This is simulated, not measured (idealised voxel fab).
process module | voxel plated lines
Each square cell in cross-section cut measures 5 nm, and the section as a whole is 255 nm wide.
Square cells in a grid make up a cross-section in this document, and the grid is given as bands, listed from the top down, each one or more rows of cells.
Band entry format. Leading values: height of top, height of bottom, nm. Remainder: materials in left-to-right order, each with its width in nm. Special words: "all across" on a single material, which then fills the band edge to edge; "empty", empty space.
The reference from which all heights are counted is 0, the level beneath which the as-received wafer is entirely one material; the lowest band, having no lower bound, proceeds downward and is written after the example "0..down".
It should be noted that a width expressed as "30 to 40" varies in equal increments from row to row of cells within the band, taking the value of the first number at the top row and that of the second number at the bottom row.
Step note "remains unaltered" = no cross-section cell changed.
Enclosed empty spaces: empty space of 8 cells or more with no open way to the top, each as width x height at its distance from the left edge, in nm
It should be noted that, on the line of a given step, the content following the step's settings is a remark produced by the simulator itself with respect to that step.
The optional step-line setting "overlay nm" applies to steps with a mask and quantifies how far to the right of its planned location the mask lay, a negative value indicating leftward placement.
Process steps foreseen in the plan:
1: RECEIVE with material Si
2: CONFORMAL_DEP with material SiO2, thk nm 15
3: DIRECTIONAL_DEP with material TiN, thk nm 5
4: PATTERN with tone open, mask id LINES, material resist, width nm 20, pitch nm 40, thk nm 40, overlay nm 0
5: EPI with material Ru, thk nm 10
6: EPI with material Ru, thk nm 5
7: EPI with material Ru, thk nm 5
8: STRIP with etch materials resist
9: DIRECTIONAL_ETCH with etch materials TiN, depth nm 5
10: CONFORMAL_DEP with material SiCN, thk nm 10
The first of a set of two wafers, run to plan:
Received-state cross-section, reflecting completion of step 1:
* 0..down: Si all across
* Enclosed empty spaces: none
How the wafer stands in section after step 2:
* 15..0: SiO2 all across
* Under 0: no change, same as before.
How the wafer stands in section after step 3:
* 20..15: TiN all across
* Under 15: no change, same as before.
How the wafer stands in section after step 4:
* 60..20: 75 of resist; 20 of empty; 20 of resist; 20 of empty; 20 of resist; 20 of empty; 80 of resist
* Under 20: no change, same as before.
How the wafer stands in section after step 5:
* 60..30: 75 of resist; 20 of empty; 20 of resist; 20 of empty; 20 of resist; 20 of empty; 80 of resist
* 30..20: 75 of resist; 20 of Ru; 20 of resist; 20 of Ru; 20 of resist; 20 of Ru; 80 of resist
* Under 20: no change, same as before.
How the wafer stands in section after step 6:
* 60..35: 75 of resist; 20 of empty; 20 of resist; 20 of empty; 20 of resist; 20 of empty; 80 of resist
* 35..20: 75 of resist; 20 of Ru; 20 of resist; 20 of Ru; 20 of resist; 20 of Ru; 80 of resist
* Under 20: no change, same as before.
How the wafer stands in section after step 7:
* 60..40: 75 of resist; 20 of empty; 20 of resist; 20 of empty; 20 of resist; 20 of empty; 80 of resist
* 40..20: 75 of resist; 20 of Ru; 20 of resist; 20 of Ru; 20 of resist; 20 of Ru; 80 of resist
* Under 20: no change, same as before.
How the wafer stands in section after step 8:
* 40..20: 75 of empty; 20 of Ru; 20 of empty; 20 of Ru; 20 of empty; 20 of Ru; 80 of empty
* Under 20: no change, same as before.
How the wafer stands in section after step 9:
* 40..20: 75 of empty; 20 of Ru; 20 of empty; 20 of Ru; 20 of empty; 20 of Ru; 80 of empty
* 20..15: 75 of empty; 20 of TiN; 20 of empty; 20 of TiN; 20 of empty; 20 of TiN; 80 of empty
* Under 15: no change, same as before.
How the wafer stands in section after step 10:
* 50..40: 65 of empty; 120 of SiCN; 70 of empty
* 40..25: 65 of empty; 10 of SiCN; 20 of Ru; 20 of SiCN; 20 of Ru; 20 of SiCN; 20 of Ru; 10 of SiCN; 70 of empty
* 25..20: 75 of SiCN; 20 of Ru; 20 of SiCN; 20 of Ru; 20 of SiCN; 20 of Ru; 80 of SiCN
* 20..15: 75 of SiCN; 20 of TiN; 20 of SiCN; 20 of TiN; 20 of SiCN; 20 of TiN; 80 of SiCN
* Under 15: no change, same as before.
What follows concerns the second wafer, which started out like the first and was meant to follow the very same plan; one mistake crept in when it was run, but everything up to and including step 4 is the same as for the first wafer:
Second wafer profile in section, at the moment step 5 of the plan was meant to be complete:
* 60..40: 75 of resist; 20 of empty; 20 of resist; 20 of empty; 20 of resist; 20 of empty; 80 of resist
* 40..20: 75 of resist; 20 of Ru; 20 of resist; 20 of Ru; 20 of resist; 20 of Ru; 80 of resist
* Under 20: no change, same as before.
Second wafer profile in section, at the moment step 6 of the plan was meant to be complete:
* 60..45: 75 of resist; 20 of empty; 20 of resist; 20 of empty; 20 of resist; 20 of empty; 80 of resist
* 45..20: 75 of resist; 20 of Ru; 20 of resist; 20 of Ru; 20 of resist; 20 of Ru; 80 of resist
* Under 20: no change, same as before.
Second wafer profile in section, at the moment step 7 of the plan was meant to be complete:
* 60..50: 75 of resist; 20 of empty; 20 of resist; 20 of empty; 20 of resist; 20 of empty; 80 of resist
* 50..20: 75 of resist; 20 of Ru; 20 of resist; 20 of Ru; 20 of resist; 20 of Ru; 80 of resist
* Under 20: no change, same as before.
Second wafer profile in section, at the moment step 8 of the plan was meant to be complete:
* 50..20: 75 of empty; 20 of Ru; 20 of empty; 20 of Ru; 20 of empty; 20 of Ru; 80 of empty
* Under 20: no change, same as before.
Second wafer profile in section, at the moment step 9 of the plan was meant to be complete:
* 50..20: 75 of empty; 20 of Ru; 20 of empty; 20 of Ru; 20 of empty; 20 of Ru; 80 of empty
* 20..15: 75 of empty; 20 of TiN; 20 of empty; 20 of TiN; 20 of empty; 20 of TiN; 80 of empty
* Under 15: no change, same as before.
Second wafer profile in section, at the moment step 10 of the plan was meant to be complete:
* 60..50: 65 of empty; 120 of SiCN; 70 of empty
* 50..25: 65 of empty; 10 of SiCN; 20 of Ru; 20 of SiCN; 20 of Ru; 20 of SiCN; 20 of Ru; 10 of SiCN; 70 of empty
* 25..20: 75 of SiCN; 20 of Ru; 20 of SiCN; 20 of Ru; 20 of SiCN; 20 of Ru; 80 of SiCN
* 20..15: 75 of SiCN; 20 of TiN; 20 of SiCN; 20 of TiN; 20 of SiCN; 20 of TiN; 80 of SiCN
* Under 15: no change, same as before.
The mistake made against the process plan was this: it should be noted that step 5 of the plan was executed twice
Bottom line after processing is that, in cells, the second wafer is up or down on some materials versus the first: +24 Ru; +24 SiCN
